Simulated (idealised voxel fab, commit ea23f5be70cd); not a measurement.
Herein follows the process module entitled voxel spacer lines.
It is cross-section cut that appears here, measuring 220 nm in width, its square cells being 5 nm in size.
When this document writes out a cross-section, it uses a grid of square cells and lists it as bands, beginning at the top and moving down, with a band standing for one or more rows of cells.
Within each band entry, the heights of the top and of the bottom of the band appear first, in that order and in nm; the materials of the band then follow from left to right, each with its corresponding width in nm. The designation "everywhere" on a single material indicates that it fills the band from edge to edge; the designation "empty" indicates empty space.
Heights are reckoned from 0. Under this level, the received wafer is all of one material. The bottommost band is open-ended downward, for example "top 0, no bottom".
Note: "30->40" means the width goes from the first number (top row of the band) to the second number (bottom row) in equal steps per row of cells.
A step reported as "no modifications" is a step in which no cell of the cross-section changed.
Closed-off voids of 8+ cells (no open route to the top) go in "Fully sealed voids", written width x height at distance from the left edge, in nm.
On a step's line, text after the settings is the simulator commenting on that step.
overlay nm: where the mask lay relative to plan, measured to the right, on steps with a mask; negatives go left.
So here's the lineup of process steps we planned:
- 1: RECEIVE: material Si
- 2: CONFORMAL_DEP: material Al2O3, thk nm 10
- 3: DIRECTIONAL_DEP: material SiN, thk nm 10
- 4: DIRECTIONAL_DEP: material aC, thk nm 25
- 5: PATTERN: tone cover, mask id MANDREL, material resist, width nm 15, pitch nm 60, thk nm 30, overlay nm 0
- 6: DIRECTIONAL_ETCH: etch materials aC, depth nm 25
- 7: STRIP: etch materials resist
- 8: CONFORMAL_DEP: material SiO2, thk nm 15
- 9: DIRECTIONAL_ETCH: etch materials SiO2, depth nm 15
- 10: STRIP: etch materials aC
- 11: DIRECTIONAL_ETCH: etch materials SiN, depth nm 10
- 12: STRIP: etch materials SiO2
- 13: FILL_DEP: material SiO2, thk nm 5
- 14: CMP: height nm 20
As-received state of the wafer in cross-section, equivalent to post-step 1:
  top 0, no bottom  Si everywhere
  Fully sealed voids: none
Same starting wafer, same plan as above, one mistake in the execution; this is the cross-section at the end of the module:
  top 10, bottom 0  Al2O3 everywhere
  top 0, no bottom  Si everywhere
  Fully sealed voids: none
Want to know what went wrong? heads up, step 14 didn't go per plan, it actually ran as CMP: height nm 10
